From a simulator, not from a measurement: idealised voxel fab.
The name of this process module is voxel self aligned vias.
This is section cut - it's 240 nm across, gridded in 5 nm square cells.
Cross-section, as written here: a square-cell grid given band by band from the top down, where a band holds one or more rows of cells. Read a band's entry like this: the first values are the height of its top and the height of its bottom in nm, and what follows is the sequence of materials from left to right, each with its width in nm. Note that "air" is empty space, and that a single material marked "edge to edge" reaches across the band from edge to edge. Heights are expressed relative to 0, this being the level below which the as-received wafer comprises one material exclusively. The lowest band is unbounded in the downward direction and is denoted as in "z 0 and below". The width entry "30->40" should be interpreted row by row: the top row of cells in the band takes the first number, the bottom row takes the second number, and the change between adjacent rows is uniform throughout. Where a step carries "stayed the same", the cross-section came out of it unchanged, cell for cell. "Non-vented voids" contains a list of empty spaces, each no smaller than 8 cells and without an open way to the top, written in the form width x height at distance with the distance from the left edge and all three in nm. after a step's settings: what the simulator itself notes on the step. "overlay nm" on a masked step: distance the mask lay right of its planned place, negative for left.

Process steps foreseen in the plan
1. RECEIVE [material Si]
2. CONFORMAL_DEP [material SiO2] [thk nm 15]
3. CONFORMAL_DEP [material SiCN] [thk nm 5]
4. DIRECTIONAL_DEP [material lowk] [thk nm 25]
5. DIRECTIONAL_DEP [material aC] [thk nm 15]
6. PATTERN [tone open] [mask id LINES] [material resist] [width nm 15] [pitch nm 65] [thk nm 35] [overlay nm 0]
7. DIRECTIONAL_ETCH [etch materials aC] [depth nm 15]
8. STRIP [etch materials resist]
9. DIRECTIONAL_ETCH [etch materials lowk] [depth nm 25]
10. STRIP [etch materials aC]
11. CONFORMAL_DEP [material TiN] [thk nm 5]
12. FILL_DEP [material W] [thk nm 5]
13. CMP [height nm 45]
14. SELECTIVE_ETCH [etch materials W Ru TiN] [depth nm 10]
15. FILL_DEP [material SiN] [thk nm 5]
16. CMP [height nm 45]
17. DIRECTIONAL_DEP [material lowk] [thk nm 15]
18. MASKED_ETCH [tone open] [mask id VIAS] [width nm 35] [pitch nm 130] [etch materials lowk] [depth nm 15] [overlay nm 0]
19. MASKED_ETCH [tone open] [mask id VIAS] [width nm 35] [pitch nm 130] [etch materials SiN] [depth nm 10] [overlay nm 0]
20. CONFORMAL_DEP [material TiN] [thk nm 5]
21. FILL_DEP [material Cu] [thk nm 5]
22. CMP [height nm 60]
23. CONFORMAL_DEP [material SiCN] [thk nm 5]
varied across the wafers: width nm of step 6. The plan shows the first wafer's value. All wafers start alike

First of several wafers, received after step 1, in cross-section
- z 0 and below  Si edge to edge
- Non-vented voids: none

Note: the following table is arranged by wafer, a row apiece. Each row reports the end-of-module state: per material, cells gained (+) or cells lost (-) compared with the wafer as received; closed voids follow
width nm 15 | +24 Cu | +96 SiCN | +6 SiN | +144 SiO2 | +51 TiN | +6 W | +297 lowk | Non-vented voids: none
width nm 20 | +28 Cu | +96 SiCN | +8 SiN | +144 SiO2 | +54 TiN | +12 W | +282 lowk | Non-vented voids: none
width nm 25 | +32 Cu | +96 SiCN | +10 SiN | +144 SiO2 | +57 TiN | +18 W | +267 lowk | Non-vented voids: none
width nm 30 | +36 Cu | +96 SiCN | +12 SiN | +144 SiO2 | +60 TiN | +24 W | +252 lowk | Non-vented voids: none
width nm 35 | +40 Cu | +96 SiCN | +14 SiN | +144 SiO2 | +63 TiN | +30 W | +237 lowk | Non-vented voids: none
width nm 40 | +40 Cu | +96 SiCN | +20 SiN | +144 SiO2 | +66 TiN | +36 W | +222 lowk | Non-vented voids: none
